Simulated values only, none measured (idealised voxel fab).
The name of this process module is voxel wiring stack.
Section cut is 240 nm wide and gridded with 5 nm square cells.
Cross-section spec: square-cell grid; bands listed top down; each band is one or more rows.
Top height, bottom height, nm. Materials left to right, width each, nm. Single material + "throughout" = fills band edge to edge. "empty" = empty.
Counting heights begins at 0, where everything beneath is, in the wafer as received, one material. The lowest band has no bottom; it goes on downwards, as "0 -> down" shows.
Top row gets the first number, bottom row gets the second, and each row in between changes by the same step: that is how a band width like "30..40" works.
Where a step carries "no change occurred", the cross-section came out of it unchanged, cell for cell.
"Sealed voids" lists enclosed empty spaces (at least 8 cells, no open path upward to the top), each as width x height at distance from the left edge, in nm.
Step line, after settings: the simulator's comment on this step.
The "overlay nm" setting may appear on a step's line; for a step that uses a mask, it gives how far to the right of its planned position the mask lay, and a negative value indicates the left.
**The planned process steps are enumerated hereunder**
1,op RECEIVE | material Si
2,op CONFORMAL_DEP | material SiO2 | thk nm 10
3,op DIRECTIONAL_DEP | material TiN | thk nm 5
4,op DIRECTIONAL_DEP | material Ru | thk nm 15
5,op PATTERN | tone cover | mask id METAL_1 | material resist | width nm 20 | pitch nm 45 | thk nm 20 | overlay nm 0
6,op DIRECTIONAL_ETCH | etch materials Ru | depth nm 15
7,op DIRECTIONAL_ETCH | etch materials TiN | depth nm 5
8,op STRIP | etch materials resist
9,op FILL_DEP | material SiO2 | thk nm 10
10,op CMP | height nm 30
11,op CONFORMAL_DEP | material SiCN | thk nm 5
12,op DIRECTIONAL_DEP | material SiO2 | thk nm 25
13,op PATTERN | tone open | mask id METAL_2_HOLES | material resist | width nm 15 | pitch nm 45 | thk nm 20 | overlay nm 0
14,op DIRECTIONAL_ETCH | etch materials SiO2 | depth nm 25
15,op STRIP | etch materials resist
16,op DIRECTIONAL_DEP | material aC | thk nm 15
17,op PATTERN | tone open | mask id METAL_2 | material resist | width nm 20 | pitch nm 45 | thk nm 35 | overlay nm 0
18,op DIRECTIONAL_ETCH | etch materials aC | depth nm 15
19,op STRIP | etch materials resist
20,op DIRECTIONAL_ETCH | etch materials SiO2 | depth nm 15
21,op DIRECTIONAL_ETCH | etch materials SiCN | depth nm 5
22,op STRIP | etch materials aC
23,op CONFORMAL_DEP | material TiN | thk nm 5
24,op FILL_DEP | material Cu | thk nm 10
25,op CMP | height nm 60
26,op CONFORMAL_DEP | material SiCN | thk nm 5
27,op DIRECTIONAL_DEP | material SiO2 | thk nm 15
28,op DIRECTIONAL_DEP | material aC | thk nm 10
29,op PATTERN | tone open | mask id PLUG_2 | material resist | width nm 15 | pitch nm 90 | thk nm 25 | overlay nm 0
30,op DIRECTIONAL_ETCH | etch materials aC | depth nm 10
31,op STRIP | etch materials resist
32,op DIRECTIONAL_ETCH | etch materials SiO2 | depth nm 15
33,op DIRECTIONAL_ETCH | etch materials SiCN | depth nm 5
34,op STRIP | etch materials aC
35,op CONFORMAL_DEP | material TiN | thk nm 5
36,op FILL_DEP | material Ru | thk nm 10
37,op CMP | height nm 80
38,op CONFORMAL_DEP | material SiN | thk nm 5
39,op DIRECTIONAL_DEP | material SiO2 | thk nm 15
40,op PATTERN | tone open | mask id METAL_3 | material resist | width nm 20 | pitch nm 45 | thk nm 20 | overlay nm 0
41,op DIRECTIONAL_ETCH | etch materials SiO2 | depth nm 15
42,op DIRECTIONAL_ETCH | etch materials SiN | depth nm 5
43,op STRIP | etch materials resist
44,op CONFORMAL_DEP | material TiN | thk nm 5
45,op FILL_DEP | material Ru | thk nm 10
46,op CMP | height nm 100
47,op EPI | material Ru | thk nm 5
48,op FILL_DEP | material SiCN | thk nm 5
**The following pertains to the first of two wafers, which was processed as planned**
**Cross-section, incoming material, after step 1**
  0 -> down | Si throughout
  Sealed voids: none
**You're looking at a cross-section of the wafer after step 2**
  10 -> 0 | SiO2 throughout
  Under 0: no change, same as before.
**You're looking at a cross-section of the wafer after step 3**
  15 -> 10 | TiN throughout
  Under 10: no change, same as before.
**You're looking at a cross-section of the wafer after step 4**
  30 -> 15 | Ru throughout
  Under 15: no change, same as before.
**You're looking at a cross-section of the wafer after step 5**
  50 -> 30 | empty: 40, then resist: 20, then empty: 25, then resist: 20, then empty: 25, then resist: 20, then empty: 25, then resist: 20, then empty: 45
  Under 30: no change, same as before.
**You're looking at a cross-section of the wafer after step 6**
  50 -> 30 | empty: 40, then resist: 20, then empty: 25, then resist: 20, then empty: 25, then resist: 20, then empty: 25, then resist: 20, then empty: 45
  30 -> 15 | empty: 40, then Ru: 20, then empty: 25, then Ru: 20, then empty: 25, then Ru: 20, then empty: 25, then Ru: 20, then empty: 45
  Under 15: no change, same as before.
**You're looking at a cross-section of the wafer after step 7**
  50 -> 30 | empty: 40, then resist: 20, then empty: 25, then resist: 20, then empty: 25, then resist: 20, then empty: 25, then resist: 20, then empty: 45
  30 -> 15 | empty: 40, then Ru: 20, then empty: 25, then Ru: 20, then empty: 25, then Ru: 20, then empty: 25, then Ru: 20, then empty: 45
  15 -> 10 | empty: 40, then TiN: 20, then empty: 25, then TiN: 20, then empty: 25, then TiN: 20, then empty: 25, then TiN: 20, then empty: 45
  Under 10: no change, same as before.
**You're looking at a cross-section of the wafer after step 8**
  30 -> 15 | empty: 40, then Ru: 20, then empty: 25, then Ru: 20, then empty: 25, then Ru: 20, then empty: 25, then Ru: 20, then empty: 45
  Under 15: no change, same as before.
**You're looking at a cross-section of the wafer after step 9**
  40 -> 30 | SiO2 throughout
  30 -> 15 | SiO2: 40, then Ru: 20, then SiO2: 25, then Ru: 20, then SiO2: 25, then Ru: 20, then SiO2: 25, then Ru: 20, then SiO2: 45
  15 -> 10 | SiO2: 40, then TiN: 20, then SiO2: 25, then TiN: 20, then SiO2: 25, then TiN: 20, then SiO2: 25, then TiN: 20, then SiO2: 45
  Under 10: no change, same as before.
**You're looking at a cross-section of the wafer after step 10**
  30 -> 15 | SiO2: 40, then Ru: 20, then SiO2: 25, then Ru: 20, then SiO2: 25, then Ru: 20, then SiO2: 25, then Ru: 20, then SiO2: 45
  Under 15: no change, same as before.
**You're looking at a cross-section of the wafer after step 11**
  35 -> 30 | SiCN throughout
  Under 30: no change, same as before.
**You're looking at a cross-section of the wafer after step 12**
  60 -> 35 | SiO2 throughout
  Under 35: no change, same as before.
**You're looking at a cross-section of the wafer after step 13**
  80 -> 60 | resist: 40, then empty: 15, then resist: 30, then empty: 15, then resist: 30, then empty: 15, then resist: 30, then empty: 15, then resist: 50
  Under 60: no change, same as before.
**You're looking at a cross-section of the wafer after step 14**
  80 -> 60 | resist: 40, then empty: 15, then resist: 30, then empty: 15, then resist: 30, then empty: 15, then resist: 30, then empty: 15, then resist: 50
  60 -> 35 | SiO2: 40, then empty: 15, then SiO2: 30, then empty: 15, then SiO2: 30, then empty: 15, then SiO2: 30, then empty: 15, then SiO2: 50
  Under 35: no change, same as before.
**You're looking at a cross-section of the wafer after step 15**
  60 -> 35 | SiO2: 40, then empty: 15, then SiO2: 30, then empty: 15, then SiO2: 30, then empty: 15, then SiO2: 30, then empty: 15, then SiO2: 50
  Under 35: no change, same as before.
**You're looking at a cross-section of the wafer after step 16**
  75 -> 60 | aC: 40, then empty: 15, then aC: 30, then empty: 15, then aC: 30, then empty: 15, then aC: 30, then empty: 15, then aC: 50
  60 -> 50 | SiO2: 40, then empty: 15, then SiO2: 30, then empty: 15, then SiO2: 30, then empty: 15, then SiO2: 30, then empty: 15, then SiO2: 50
  50 -> 35 | SiO2: 40, then aC: 15, then SiO2: 30, then aC: 15, then SiO2: 30, then aC: 15, then SiO2: 30, then aC: 15, then SiO2: 50
  Under 35: no change, same as before.
**You're looking at a cross-section of the wafer after step 17**
  110 -> 75 | resist: 40, then empty: 20, then resist: 25, then empty: 20, then resist: 25, then empty: 20, then resist: 25, then empty: 20, then resist: 45
  Under 75: no change, same as before.
**You're looking at a cross-section of the wafer after step 18**
  95 -> 75 | resist: 40, then empty: 20, then resist: 25, then empty: 20, then resist: 25, then empty: 20, then resist: 25, then empty: 20, then resist: 45
  75 -> 60 | aC: 40, then empty: 20, then aC: 25, then empty: 20, then aC: 25, then empty: 20, then aC: 25, then empty: 20, then aC: 45
  60 -> 35 | SiO2: 40, then empty: 15, then SiO2: 30, then empty: 15, then SiO2: 30, then empty: 15, then SiO2: 30, then empty: 15, then SiO2: 50
  Under 35: no change, same as before.
**You're looking at a cross-section of the wafer after step 19**
  75 -> 60 | aC: 40, then empty: 20, then aC: 25, then empty: 20, then aC: 25, then empty: 20, then aC: 25, then empty: 20, then aC: 45
  Under 60: no change, same as before.
**You're looking at a cross-section of the wafer after step 20**
  75 -> 60 | aC: 40, then empty: 20, then aC: 25, then empty: 20, then aC: 25, then empty: 20, then aC: 25, then empty: 20, then aC: 45
  60 -> 45 | SiO2: 40, then empty: 20, then SiO2: 25, then empty: 20, then SiO2: 25, then empty: 20, then SiO2: 25, then empty: 20, then SiO2: 45
  Under 45: no change, same as before.
**You're looking at a cross-section of the wafer after step 21**
  75 -> 60 | aC: 40, then empty: 20, then aC: 25, then empty: 20, then aC: 25, then empty: 20, then aC: 25, then empty: 20, then aC: 45
  60 -> 45 | SiO2: 40, then empty: 20, then SiO2: 25, then empty: 20, then SiO2: 25, then empty: 20, then SiO2: 25, then empty: 20, then SiO2: 45
  45 -> 35 | SiO2: 40, then empty: 15, then SiO2: 30, then empty: 15, then SiO2: 30, then empty: 15, then SiO2: 30, then empty: 15, then SiO2: 50
  35 -> 30 | SiCN: 40, then empty: 15, then SiCN: 30, then empty: 15, then SiCN: 30, then empty: 15, then SiCN: 30, then empty: 15, then SiCN: 50
  Under 30: no change, same as before.
**You're looking at a cross-section of the wafer after step 22**
  60 -> 45 | SiO2: 40, then empty: 20, then SiO2: 25, then empty: 20, then SiO2: 25, then empty: 20, then SiO2: 25, then empty: 20, then SiO2: 45
  Under 45: no change, same as before.
**You're looking at a cross-section of the wafer after step 23**
  65 -> 60 | TiN: 45, then empty: 10, then TiN: 35, then empty: 10, then TiN: 35, then empty: 10, then TiN: 35, then empty: 10, then TiN: 50
  60 -> 50 | SiO2: 40, then TiN: 5, then empty: 10, then TiN: 5, then SiO2: 25, then TiN: 5, then empty: 10, then TiN: 5, then SiO2: 25, then TiN: 5, then empty: 10, then TiN: 5, then SiO2: 25, then TiN: 5, then empty: 10, then TiN: 5, then SiO2: 45
  50 -> 45 | SiO2: 40, then TiN: 5, then empty: 5, then TiN: 10, then SiO2: 25, then TiN: 5, then empty: 5, then TiN: 10, then SiO2: 25, then TiN: 5, then empty: 5, then TiN: 10, then SiO2: 25, then TiN: 5, then empty: 5, then TiN: 10, then SiO2: 45
  45 -> 35 | SiO2: 40, then TiN: 5, then empty: 5, then TiN: 5, then SiO2: 30, then TiN: 5, then empty: 5, then TiN: 5, then SiO2: 30, then TiN: 5, then empty: 5, then TiN: 5, then SiO2: 30, then TiN: 5, then empty: 5, then TiN: 5, then SiO2: 50
  35 -> 30 | SiCN: 40, then TiN: 15, then SiCN: 30, then TiN: 15, then SiCN: 30, then TiN: 15, then SiCN: 30, then TiN: 15, then SiCN: 50
  Under 30: no change, same as before.
**You're looking at a cross-section of the wafer after step 24**
  75 -> 65 | Cu throughout
  65 -> 60 | TiN: 45, then Cu: 10, then TiN: 35, then Cu: 10, then TiN: 35, then Cu: 10, then TiN: 35, then Cu: 10, then TiN: 50
  60 -> 50 | SiO2: 40, then TiN: 5, then Cu: 10, then TiN: 5, then SiO2: 25, then TiN: 5, then Cu: 10, then TiN: 5, then SiO2: 25, then TiN: 5, then Cu: 10, then TiN: 5, then SiO2: 25, then TiN: 5, then Cu: 10, then TiN: 5, then SiO2: 45
  50 -> 45 | SiO2: 40, then TiN: 5, then Cu: 5, then TiN: 10, then SiO2: 25, then TiN: 5, then Cu: 5, then TiN: 10, then SiO2: 25, then TiN: 5, then Cu: 5, then TiN: 10, then SiO2: 25, then TiN: 5, then Cu: 5, then TiN: 10, then SiO2: 45
  45 -> 35 | SiO2: 40, then TiN: 5, then Cu: 5, then TiN: 5, then SiO2: 30, then TiN: 5, then Cu: 5, then TiN: 5, then SiO2: 30, then TiN: 5, then Cu: 5, then TiN: 5, then SiO2: 30, then TiN: 5, then Cu: 5, then TiN: 5, then SiO2: 50
  Under 35: no change, same as before.
**You're looking at a cross-section of the wafer after step 25**
  60 -> 50 | SiO2: 40, then TiN: 5, then Cu: 10, then TiN: 5, then SiO2: 25, then TiN: 5, then Cu: 10, then TiN: 5, then SiO2: 25, then TiN: 5, then Cu: 10, then TiN: 5, then SiO2: 25, then TiN: 5, then Cu: 10, then TiN: 5, then SiO2: 45
  Under 50: no change, same as before.
**You're looking at a cross-section of the wafer after step 26**
  65 -> 60 | SiCN throughout
  Under 60: no change, same as before.
**You're looking at a cross-section of the wafer after step 27**
  80 -> 65 | SiO2 throughout
  Under 65: no change, same as before.
**You're looking at a cross-section of the wafer after step 28**
  90 -> 80 | aC throughout
  Under 80: no change, same as before.
**You're looking at a cross-section of the wafer after step 29**
  115 -> 90 | resist: 40, then empty: 15, then resist: 75, then empty: 15, then resist: 95
  Under 90: no change, same as before.
**You're looking at a cross-section of the wafer after step 30**
  105 -> 90 | resist: 40, then empty: 15, then resist: 75, then empty: 15, then resist: 95
  90 -> 80 | aC: 40, then empty: 15, then aC: 75, then empty: 15, then aC: 95
  Under 80: no change, same as before.
**You're looking at a cross-section of the wafer after step 31**
  90 -> 80 | aC: 40, then empty: 15, then aC: 75, then empty: 15, then aC: 95
  Under 80: no change, same as before.
**You're looking at a cross-section of the wafer after step 32**
  90 -> 80 | aC: 40, then empty: 15, then aC: 75, then empty: 15, then aC: 95
  80 -> 65 | SiO2: 40, then empty: 15, then SiO2: 75, then empty: 15, then SiO2: 95
  Under 65: no change, same as before.
**You're looking at a cross-section of the wafer after step 33**
  90 -> 80 | aC: 40, then empty: 15, then aC: 75, then empty: 15, then aC: 95
  80 -> 65 | SiO2: 40, then empty: 15, then SiO2: 75, then empty: 15, then SiO2: 95
  65 -> 60 | SiCN: 40, then empty: 15, then SiCN: 75, then empty: 15, then SiCN: 95
  Under 60: no change, same as before.
**You're looking at a cross-section of the wafer after step 34**
  80 -> 65 | SiO2: 40, then empty: 15, then SiO2: 75, then empty: 15, then SiO2: 95
  Under 65: no change, same as before.
**You're looking at a cross-section of the wafer after step 35**
  85 -> 80 | TiN: 45, then empty: 5, then TiN: 85, then empty: 5, then TiN: 100
  80 -> 65 | SiO2: 40, then TiN: 5, then empty: 5, then TiN: 5, then SiO2: 75, then TiN: 5, then empty: 5, then TiN: 5, then SiO2: 95
  65 -> 60 | SiCN: 40, then TiN: 15, then SiCN: 75, then TiN: 15, then SiCN: 95
  Under 60: no change, same as before.
**You're looking at a cross-section of the wafer after step 36**
  95 -> 85 | Ru throughout
  85 -> 80 | TiN: 45, then Ru: 5, then TiN: 85, then Ru: 5, then TiN: 100
  80 -> 65 | SiO2: 40, then TiN: 5, then Ru: 5, then TiN: 5, then SiO2: 75, then TiN: 5, then Ru: 5, then TiN: 5, then SiO2: 95
  Under 65: no change, same as before.
**You're looking at a cross-section of the wafer after step 37**
  80 -> 65 | SiO2: 40, then TiN: 5, then Ru: 5, then TiN: 5, then SiO2: 75, then TiN: 5, then Ru: 5, then TiN: 5, then SiO2: 95
  Under 65: no change, same as before.
**You're looking at a cross-section of the wafer after step 38**
  85 -> 80 | SiN throughout
  Under 80: no change, same as before.
**You're looking at a cross-section of the wafer after step 39**
  100 -> 85 | SiO2 throughout
  Under 85: no change, same as before.
**You're looking at a cross-section of the wafer after step 40**
  120 -> 100 | resist: 40, then empty: 20, then resist: 25, then empty: 20, then resist: 25, then empty: 20, then resist: 25, then empty: 20, then resist: 45
  Under 100: no change, same as before.
**You're looking at a cross-section of the wafer after step 41**
  120 -> 100 | resist: 40, then empty: 20, then resist: 25, then empty: 20, then resist: 25, then empty: 20, then resist: 25, then empty: 20, then resist: 45
  100 -> 85 | SiO2: 40, then empty: 20, then SiO2: 25, then empty: 20, then SiO2: 25, then empty: 20, then SiO2: 25, then empty: 20, then SiO2: 45
  Under 85: no change, same as before.
**You're looking at a cross-section of the wafer after step 42**
  120 -> 100 | resist: 40, then empty: 20, then resist: 25, then empty: 20, then resist: 25, then empty: 20, then resist: 25, then empty: 20, then resist: 45
  100 -> 85 | SiO2: 40, then empty: 20, then SiO2: 25, then empty: 20, then SiO2: 25, then empty: 20, then SiO2: 25, then empty: 20, then SiO2: 45
  85 -> 80 | SiN: 40, then empty: 20, then SiN: 25, then empty: 20, then SiN: 25, then empty: 20, then SiN: 25, then empty: 20, then SiN: 45
  Under 80: no change, same as before.
**You're looking at a cross-section of the wafer after step 43**
  100 -> 85 | SiO2: 40, then empty: 20, then SiO2: 25, then empty: 20, then SiO2: 25, then empty: 20, then SiO2: 25, then empty: 20, then SiO2: 45
  Under 85: no change, same as before.
**You're looking at a cross-section of the wafer after step 44**
  105 -> 100 | TiN: 45, then empty: 10, then TiN: 35, then empty: 10, then TiN: 35, then empty: 10, then TiN: 35, then empty: 10, then TiN: 50
  100 -> 85 | SiO2: 40, then TiN: 5, then empty: 10, then TiN: 5, then SiO2: 25, then TiN: 5, then empty: 10, then TiN: 5, then SiO2: 25, then TiN: 5, then empty: 10, then TiN: 5, then SiO2: 25, then TiN: 5, then empty: 10, then TiN: 5, then SiO2: 45
  85 -> 80 | SiN: 40, then TiN: 20, then SiN: 25, then TiN: 20, then SiN: 25, then TiN: 20, then SiN: 25, then TiN: 20, then SiN: 45
  Under 80: no change, same as before.
**You're looking at a cross-section of the wafer after step 45**
  115 -> 105 | Ru throughout
  105 -> 100 | TiN: 45, then Ru: 10, then TiN: 35, then Ru: 10, then TiN: 35, then Ru: 10, then TiN: 35, then Ru: 10, then TiN: 50
  100 -> 85 | SiO2: 40, then TiN: 5, then Ru: 10, then TiN: 5, then SiO2: 25, then TiN: 5, then Ru: 10, then TiN: 5, then SiO2: 25, then TiN: 5, then Ru: 10, then TiN: 5, then SiO2: 25, then TiN: 5, then Ru: 10, then TiN: 5, then SiO2: 45
  Under 85: no change, same as before.
**You're looking at a cross-section of the wafer after step 46**
  100 -> 85 | SiO2: 40, then TiN: 5, then Ru: 10, then TiN: 5, then SiO2: 25, then TiN: 5, then Ru: 10, then TiN: 5, then SiO2: 25, then TiN: 5, then Ru: 10, then TiN: 5, then SiO2: 25, then TiN: 5, then Ru: 10, then TiN: 5, then SiO2: 45
  Under 85: no change, same as before.
**You're looking at a cross-section of the wafer after step 47**
  105 -> 100 | empty: 35, then Ru: 30, then empty: 15, then Ru: 30, then empty: 15, then Ru: 30, then empty: 15, then Ru: 30, then empty: 40
  Under 100: no change, same as before.
**You're looking at a cross-section of the wafer after step 48**
  110 -> 105 | SiCN throughout
  105 -> 100 | SiCN: 35, then Ru: 30, then SiCN: 15, then Ru: 30, then SiCN: 15, then Ru: 30, then SiCN: 15, then Ru: 30, then SiCN: 40
  Under 100: no change, same as before.
**What follows concerns the second wafer, which started out like the first and was meant to follow the very same plan; one mistake crept in when it was run, but everything up to and including step 26 is the same as for the first wafer**
**X-section, second wafer, when step 27 was due to finish**
  80 -> 65 | TiN throughout
  Under 65: no change, same as before.
**X-section, second wafer, when step 28 was due to finish**
  90 -> 80 | aC throughout
  Under 80: no change, same as before.
**X-section, second wafer, when step 29 was due to finish**
  115 -> 90 | resist: 40, then empty: 15, then resist: 75, then empty: 15, then resist: 95
  Under 90: no change, same as before.
**X-section, second wafer, when step 30 was due to finish**
  105 -> 90 | resist: 40, then empty: 15, then resist: 75, then empty: 15, then resist: 95
  90 -> 80 | aC: 40, then empty: 15, then aC: 75, then empty: 15, then aC: 95
  Under 80: no change, same as before.
**X-section, second wafer, when step 31 was due to finish**
  90 -> 80 | aC: 40, then empty: 15, then aC: 75, then empty: 15, then aC: 95
  Under 80: no change, same as before.
X-section, second wafer, when step 32 was due to finish: no change occurred
X-section, second wafer, when step 33 was due to finish: no change occurred
**X-section, second wafer, when step 34 was due to finish**
  80 -> 65 | TiN throughout
  Under 65: no change, same as before.
**X-section, second wafer, when step 35 was due to finish**
  85 -> 65 | TiN throughout
  Under 65: no change, same as before.
**X-section, second wafer, when step 36 was due to finish**
  95 -> 85 | Ru throughout
  Under 85: no change, same as before.
**X-section, second wafer, when step 37 was due to finish**
  80 -> 65 | TiN throughout
  Under 65: no change, same as before.
**X-section, second wafer, when step 38 was due to finish**
  85 -> 80 | SiN throughout
  Under 80: no change, same as before.
**X-section, second wafer, when step 39 was due to finish**
  100 -> 85 | SiO2 throughout
  Under 85: no change, same as before.
**X-section, second wafer, when step 40 was due to finish**
  120 -> 100 | resist: 40, then empty: 20, then resist: 25, then empty: 20, then resist: 25, then empty: 20, then resist: 25, then empty: 20, then resist: 45
  Under 100: no change, same as before.
**X-section, second wafer, when step 41 was due to finish**
  120 -> 100 | resist: 40, then empty: 20, then resist: 25, then empty: 20, then resist: 25, then empty: 20, then resist: 25, then empty: 20, then resist: 45
  100 -> 85 | SiO2: 40, then empty: 20, then SiO2: 25, then empty: 20, then SiO2: 25, then empty: 20, then SiO2: 25, then empty: 20, then SiO2: 45
  Under 85: no change, same as before.
**X-section, second wafer, when step 42 was due to finish**
  120 -> 100 | resist: 40, then empty: 20, then resist: 25, then empty: 20, then resist: 25, then empty: 20, then resist: 25, then empty: 20, then resist: 45
  100 -> 85 | SiO2: 40, then empty: 20, then SiO2: 25, then empty: 20, then SiO2: 25, then empty: 20, then SiO2: 25, then empty: 20, then SiO2: 45
  85 -> 80 | SiN: 40, then empty: 20, then SiN: 25, then empty: 20, then SiN: 25, then empty: 20, then SiN: 25, then empty: 20, then SiN: 45
  Under 80: no change, same as before.
**X-section, second wafer, when step 43 was due to finish**
  100 -> 85 | SiO2: 40, then empty: 20, then SiO2: 25, then empty: 20, then SiO2: 25, then empty: 20, then SiO2: 25, then empty: 20, then SiO2: 45
  Under 85: no change, same as before.
**X-section, second wafer, when step 44 was due to finish**
  105 -> 100 | TiN: 45, then empty: 10, then TiN: 35, then empty: 10, then TiN: 35, then empty: 10, then TiN: 35, then empty: 10, then TiN: 50
  100 -> 85 | SiO2: 40, then TiN: 5, then empty: 10, then TiN: 5, then SiO2: 25, then TiN: 5, then empty: 10, then TiN: 5, then SiO2: 25, then TiN: 5, then empty: 10, then TiN: 5, then SiO2: 25, then TiN: 5, then empty: 10, then TiN: 5, then SiO2: 45
  85 -> 80 | SiN: 40, then TiN: 20, then SiN: 25, then TiN: 20, then SiN: 25, then TiN: 20, then SiN: 25, then TiN: 20, then SiN: 45
  Under 80: no change, same as before.
**X-section, second wafer, when step 45 was due to finish**
  115 -> 105 | Ru throughout
  105 -> 100 | TiN: 45, then Ru: 10, then TiN: 35, then Ru: 10, then TiN: 35, then Ru: 10, then TiN: 35, then Ru: 10, then TiN: 50
  100 -> 85 | SiO2: 40, then TiN: 5, then Ru: 10, then TiN: 5, then SiO2: 25, then TiN: 5, then Ru: 10, then TiN: 5, then SiO2: 25, then TiN: 5, then Ru: 10, then TiN: 5, then SiO2: 25, then TiN: 5, then Ru: 10, then TiN: 5, then SiO2: 45
  Under 85: no change, same as before.
**X-section, second wafer, when step 46 was due to finish**
  100 -> 85 | SiO2: 40, then TiN: 5, then Ru: 10, then TiN: 5, then SiO2: 25, then TiN: 5, then Ru: 10, then TiN: 5, then SiO2: 25, then TiN: 5, then Ru: 10, then TiN: 5, then SiO2: 25, then TiN: 5, then Ru: 10, then TiN: 5, then SiO2: 45
  Under 85: no change, same as before.
**X-section, second wafer, when step 47 was due to finish**
  105 -> 100 | empty: 35, then Ru: 30, then empty: 15, then Ru: 30, then empty: 15, then Ru: 30, then empty: 15, then Ru: 30, then empty: 40
  Under 100: no change, same as before.
**X-section, second wafer, when step 48 was due to finish**
  110 -> 105 | SiCN throughout
  105 -> 100 | SiCN: 35, then Ru: 30, then SiCN: 15, then Ru: 30, then SiCN: 15, then Ru: 30, then SiCN: 15, then Ru: 30, then SiCN: 40
  Under 100: no change, same as before.
Which mistake was made when the wafer was run? so step 27 ended up running with a different setting than we planned, it ran as op DIRECTIONAL_DEP | material TiN | thk nm 15
Wrapping up, a cell-based count of both wafers puts the second over or under the first for these materials: Ru -6 | SiCN +6 | SiO2 -126 | TiN +126
